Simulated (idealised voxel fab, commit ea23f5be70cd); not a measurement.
Process module under the name voxel tone inversion
For reference, the cross-section in this document is cut, with width 275 nm and square cells of 5 nm.
Notation: cross-section as square-cell grid; stated in bands, top first, going down; one or more cell rows per band.
The band entry comprises the height of the band's top followed by the height of its bottom, expressed in nm, and subsequently the band's materials from left to right, each stated together with its width in nm. Where a single material is marked with the word "everywhere", that material fills the band from edge to edge. The word "air" represents empty space.
Beneath 0, the wafer as received is one material, and that level is where height counting begins. The lowest band goes on downward without a bottom; it is written like "0 and below".
So if you see something like "30..40" for the width, read it as the top row of the band sitting at the first number and the bottom row at the second, with every row in between moving by the same amount as the last.
The cross-section has no changed cell in any step marked "identical to before".
Listed in "Sealed cavities": every empty space of 8 or more cells without an open way to the top. Form: width x height at distance, the distance being from the left edge, all in nm.
What comes after the settings on a step's line is commentary from the simulator itself on that step.
If you see "overlay nm" on a step's line and that step has a mask, it's telling you how far right of where it was planned the mask ended up; a negative number means it went left instead.
Intended process steps
1 RECEIVE [material Si]
2 CONFORMAL_DEP [material SiCN] [thk nm 5]
3 DIRECTIONAL_DEP [material aC] [thk nm 25]
4 PATTERN [tone cover] [mask id POSTS] [material resist] [width nm 25] [pitch nm 55] [thk nm 30] [overlay nm 0]
5 DIRECTIONAL_ETCH [etch materials aC] [depth nm 25]
6 STRIP [etch materials resist]
7 FILL_DEP [material SiO2] [thk nm 10]
8 CMP [height nm 30]
9 STRIP [etch materials aC]
First wafer out of two, processed as planned
Cross-section, incoming material, after step 1
* 0 and below: Si everywhere
* Sealed cavities: none
So this is the wafer cross-section right after step 2
* 5 down to 0: SiCN everywhere
* below 0: unchanged
So this is the wafer cross-section right after step 3
* 30 down to 5: aC everywhere
* below 5: unchanged
So this is the wafer cross-section right after step 4
* 60 down to 30: 40 of air | 25 of resist | 30 of air | 25 of resist | 30 of air | 25 of resist | 30 of air | 25 of resist | 45 of air
* below 30: unchanged
So this is the wafer cross-section right after step 5
* 35 down to 30: 40 of air | 25 of resist | 30 of air | 25 of resist | 30 of air | 25 of resist | 30 of air | 25 of resist | 45 of air
* 30 down to 5: 40 of air | 25 of aC | 30 of air | 25 of aC | 30 of air | 25 of aC | 30 of air | 25 of aC | 45 of air
* below 5: unchanged
So this is the wafer cross-section right after step 6
* 30 down to 5: 40 of air | 25 of aC | 30 of air | 25 of aC | 30 of air | 25 of aC | 30 of air | 25 of aC | 45 of air
* below 5: unchanged
So this is the wafer cross-section right after step 7
* 40 down to 30: SiO2 everywhere
* 30 down to 5: 40 of SiO2 | 25 of aC | 30 of SiO2 | 25 of aC | 30 of SiO2 | 25 of aC | 30 of SiO2 | 25 of aC | 45 of SiO2
* below 5: unchanged
So this is the wafer cross-section right after step 8
* 30 down to 5: 40 of SiO2 | 25 of aC | 30 of SiO2 | 25 of aC | 30 of SiO2 | 25 of aC | 30 of SiO2 | 25 of aC | 45 of SiO2
* below 5: unchanged
So this is the wafer cross-section right after step 9
* 30 down to 5: 40 of SiO2 | 25 of air | 30 of SiO2 | 25 of air | 30 of SiO2 | 25 of air | 30 of SiO2 | 25 of air | 45 of SiO2
* below 5: unchanged
Second wafer: same start and same plan as the first, one execution error; identical to the first through step 1
Look at the second wafer in cross-section at the time step 2 ought to have finished
* 25 down to 0: aC everywhere
* below 0: unchanged
Look at the second wafer in cross-section at the time step 3 ought to have finished
* 30 down to 25: SiCN everywhere
* below 25: unchanged
Look at the second wafer in cross-section at the time step 4 ought to have finished
* 60 down to 30: 40 of air | 25 of resist | 30 of air | 25 of resist | 30 of air | 25 of resist | 30 of air | 25 of resist | 45 of air
* below 30: unchanged
Look at the second wafer in cross-section at the time step 5 ought to have finished
* 35 down to 30: 40 of air | 25 of resist | 30 of air | 25 of resist | 30 of air | 25 of resist | 30 of air | 25 of resist | 45 of air
* below 30: unchanged
Look at the second wafer in cross-section at the time step 6 ought to have finished
* 30 down to 25: SiCN everywhere
* below 25: unchanged
Look at the second wafer in cross-section at the time step 7 ought to have finished
* 40 down to 30: SiO2 everywhere
* below 30: unchanged
Look at the second wafer in cross-section at the time step 8 ought to have finished
* 30 down to 25: SiCN everywhere
* below 25: unchanged
Look at the second wafer in cross-section at the time step 9 ought to have finished: identical to before
Nonconformance to the process plan: steps 2 and 3: order swapped relative to plan
Counted in cells at the end, the second wafer holds more or fewer of these materials than the first: -175 SiO2 | +275 aC
